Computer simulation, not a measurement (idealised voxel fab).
The following is a process module called voxel trench capacitor.
Section cut is 225 nm wide and gridded with 5 nm square cells.
Square cells in a grid make up a cross-section in this document, and the grid is given as bands, listed from the top down, each one or more rows of cells.
What a band's entry tells you: where the top is and where the bottom is, as heights in nm, and after that what lies inside, material by material from left to right, each with its width in nm. Empty space is written as the word "air", and a single material marked with the word "full width" occupies the band from edge to edge.
Height reference: 0 = level under which incoming wafer is all one material. Lowest band: no bottom, runs on downward, e.g. "top 0, no bottom".
A two-number width, for instance "30 to 40", indicates that the width is equal to the first number in the top row of the band and to the second number in the bottom row, and that it changes by a constant amount per row of cells.
"nothing changed" for a step: no cell of the cross-section changed in that step.
Look at "Closed void table" for the closed voids: empty spaces with no open path to the top, sized 8 cells or up. Each is width x height at distance, distance from the left edge, all nm.
On each step's line, the part that comes after the settings is the simulator's own comment on the step.
Steps that use a mask can have "overlay nm" on their line. It says how far the mask sat to the right of where it was meant to be. Negative means to the left.
## Set out below are the planned steps of the process
- 1: RECEIVE (material Si)
- 2: CONFORMAL_DEP (material SiN; thk nm 5)
- 3: DIRECTIONAL_DEP (material aC; thk nm 10)
- 4: PATTERN (tone open; mask id TRENCH; material resist; width nm 15; pitch nm 45; thk nm 25; overlay nm 0)
- 5: DIRECTIONAL_ETCH (etch materials aC; depth nm 10)
- 6: STRIP (etch materials resist)
- 7: DIRECTIONAL_ETCH (etch materials SiN; depth nm 5)
- 8: DIRECTIONAL_ETCH (etch materials Si; depth nm 30)
- 9: STRIP (etch materials aC)
- 10: CONFORMAL_DEP (material Al2O3; thk nm 5)
- 11: FILL_DEP (material polySi; thk nm 10)
- 12: CMP (height nm 5)
## The cross-section here shows the wafer as received, i.e. in its state after step 1
    top 0, no bottom: Si full width
    Closed void table: none
## Cross-section: first of two wafers, module finished, run according to plan
    top 5, bottom 0: SiN=80, then Al2O3=5, then polySi=5, then Al2O3=5, then SiN=30, then Al2O3=5, then polySi=5, then Al2O3=5, then SiN=85
    top 0, bottom -25: Si=80, then Al2O3=5, then polySi=5, then Al2O3=5, then Si=30, then Al2O3=5, then polySi=5, then Al2O3=5, then Si=85
    top -25, bottom -30: Si=80, then Al2O3=15, then Si=30, then Al2O3=15, then Si=85
    top -30, no bottom: Si full width
    Closed void table: none
## End of module, second wafer, cross-section. Started like the first, planned like the first, run with one mistake
    top 5, bottom 0: polySi=75, then Al2O3=5, then SiN=15, then Al2O3=5, then polySi=20, then Al2O3=5, then SiN=15, then Al2O3=5, then polySi=80
    top 0, bottom -25: polySi=75, then Al2O3=5, then Si=15, then Al2O3=5, then polySi=20, then Al2O3=5, then Si=15, then Al2O3=5, then polySi=80
    top -25, bottom -30: Al2O3=80, then Si=15, then Al2O3=30, then Si=15, then Al2O3=85
    top -30, no bottom: Si full width
    Closed void table: none
Want to know what went wrong? step 4 did not happen as planned, as run it was PATTERN (tone cover; mask id TRENCH; material resist; width nm 15; pitch nm 45; thk nm 25; overlay nm 0)
The final cell counts differ between the wafers, with the second having more or fewer of some materials than the first: Al2O3 +33 | Si -198 | SiN -33 | polySi +198
